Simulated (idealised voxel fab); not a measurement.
process module | voxel ribs on slabs
cross-section cut | 250 nm wide | cells 5 nm
A cross-section is a grid of square cells, given in bands from the top down. A band is one or more rows of cells.
Each band's line starts with the height of the band's top and of its bottom, in nm. Then come its materials from left to right, each with its width in nm. One material with "throughout" fills the band from edge to edge. "air" is empty space.
Height 0 is the level under which the wafer as received is all one material. The lowest band goes on downwards, as in "0 down".
A width such as "30 to 40" changes by the same amount from each row of cells to the next, from the band's top row to its bottom row.
"no change" after a step means that no cell of the cross-section changed.
closed voids: empty space of 8 cells or more with no open way to the top, each as width x height at its distance from the left edge, in nm
after a step's settings: what the simulator itself notes on the step
overlay nm, on a step with a mask: how far to the right of its planned place the mask lay; to the left if negative
plan
1 op RECEIVE | material Si
2 op DIRECTIONAL_DEP | material SiO2 | thk nm 25
3 op DIRECTIONAL_DEP | material polySi | thk nm 15
4 op DIRECTIONAL_DEP | material aC | thk nm 15
5 op PATTERN | tone cover | mask id RIB | material resist | width nm 20 | thk nm 35 | overlay nm 0
6 op DIRECTIONAL_ETCH | etch materials aC | depth nm 15
7 op STRIP | etch materials resist
8 op DIRECTIONAL_ETCH | etch materials polySi | depth nm 10
9 op STRIP | etch materials aC
10 op PATTERN | tone cover | mask id SLAB | material resist | width nm 50 | thk nm 15 | overlay nm 0
11 op DIRECTIONAL_ETCH | etch materials polySi | depth nm 5
12 op STRIP | etch materials resist
13 op FILL_DEP | material SiO2 | thk nm 30
14 op CMP | height nm 60
15 op DIRECTIONAL_DEP | material W | thk nm 5
16 op PATTERN | tone cover | mask id HEATER | material resist | width nm 30 | thk nm 20 | overlay nm 0
17 op DIRECTIONAL_ETCH | etch materials W | depth nm 5
18 op STRIP | etch materials resist
19 op CONFORMAL_DEP | material SiN | thk nm 5
first wafer, as planned
as received, after step 1
  0 down: Si throughout
  closed voids: none
after step 2
  25 to 0: SiO2 throughout
  below 0: unchanged
after step 3
  40 to 25: polySi throughout
  below 25: unchanged
after step 4
  55 to 40: aC throughout
  below 40: unchanged
after step 5
  90 to 55: air 115 | resist 20 | air 115
  below 55: unchanged
after step 6
  75 to 55: air 115 | resist 20 | air 115
  55 to 40: air 115 | aC 20 | air 115
  below 40: unchanged
after step 7
  55 to 40: air 115 | aC 20 | air 115
  below 40: unchanged
after step 8
  55 to 40: air 115 | aC 20 | air 115
  40 to 30: air 115 | polySi 20 | air 115
  below 30: unchanged
after step 9
  40 to 30: air 115 | polySi 20 | air 115
  below 30: unchanged
after step 10
  55 to 40: air 100 | resist 50 | air 100
  40 to 30: air 100 | resist 15 | polySi 20 | resist 15 | air 100
  below 30: unchanged
after step 11
  55 to 40: air 100 | resist 50 | air 100
  40 to 30: air 100 | resist 15 | polySi 20 | resist 15 | air 100
  30 to 25: air 100 | polySi 50 | air 100
  below 25: unchanged
after step 12
  40 to 30: air 115 | polySi 20 | air 115
  below 30: unchanged
after step 13
  70 to 40: SiO2 throughout
  40 to 30: SiO2 115 | polySi 20 | SiO2 115
  30 to 25: SiO2 100 | polySi 50 | SiO2 100
  below 25: unchanged
after step 14
  60 to 40: SiO2 throughout
  below 40: unchanged
after step 15
  65 to 60: W throughout
  below 60: unchanged
after step 16
  85 to 65: air 110 | resist 30 | air 110
  below 65: unchanged
after step 17
  85 to 65: air 110 | resist 30 | air 110
  65 to 60: air 110 | W 30 | air 110
  below 60: unchanged
after step 18
  65 to 60: air 110 | W 30 | air 110
  below 60: unchanged
after step 19
  70 to 65: air 105 | SiN 40 | air 105
  65 to 60: SiN 110 | W 30 | SiN 110
  below 60: unchanged
second wafer: like start, like plan, one mistake. Through step 2 it matches the first wafer
when step 3 should have ended
  55 to 25: polySi throughout
  below 25: unchanged
when step 4 should have ended
  70 to 55: aC throughout
  below 55: unchanged
when step 5 should have ended
  105 to 70: air 115 | resist 20 | air 115
  below 70: unchanged
when step 6 should have ended
  90 to 70: air 115 | resist 20 | air 115
  70 to 55: air 115 | aC 20 | air 115
  below 55: unchanged
when step 7 should have ended
  70 to 55: air 115 | aC 20 | air 115
  below 55: unchanged
when step 8 should have ended
  70 to 55: air 115 | aC 20 | air 115
  55 to 45: air 115 | polySi 20 | air 115
  below 45: unchanged
when step 9 should have ended
  55 to 45: air 115 | polySi 20 | air 115
  below 45: unchanged
when step 10 should have ended
  70 to 55: air 100 | resist 50 | air 100
  55 to 45: air 100 | resist 15 | polySi 20 | resist 15 | air 100
  below 45: unchanged
when step 11 should have ended
  70 to 55: air 100 | resist 50 | air 100
  55 to 45: air 100 | resist 15 | polySi 20 | resist 15 | air 100
  45 to 40: air 100 | polySi 50 | air 100
  below 40: unchanged
when step 12 should have ended
  55 to 45: air 115 | polySi 20 | air 115
  below 45: unchanged
when step 13 should have ended
  85 to 55: SiO2 throughout
  55 to 45: SiO2 115 | polySi 20 | SiO2 115
  45 to 40: SiO2 100 | polySi 50 | SiO2 100
  below 40: unchanged
when step 14 should have ended
  60 to 55: SiO2 throughout
  below 55: unchanged
when step 15 should have ended
  65 to 60: W throughout
  below 60: unchanged
when step 16 should have ended
  85 to 65: air 110 | resist 30 | air 110
  below 65: unchanged
when step 17 should have ended
  85 to 65: air 110 | resist 30 | air 110
  65 to 60: air 110 | W 30 | air 110
  below 60: unchanged
when step 18 should have ended
  65 to 60: air 110 | W 30 | air 110
  below 60: unchanged
when step 19 should have ended
  70 to 65: air 105 | SiN 40 | air 105
  65 to 60: SiN 110 | W 30 | SiN 110
  below 60: unchanged
what went wrong: step 3 was run twice
at the end the second wafer has, in cells: 150 fewer of SiO2 | 150 more of polySi
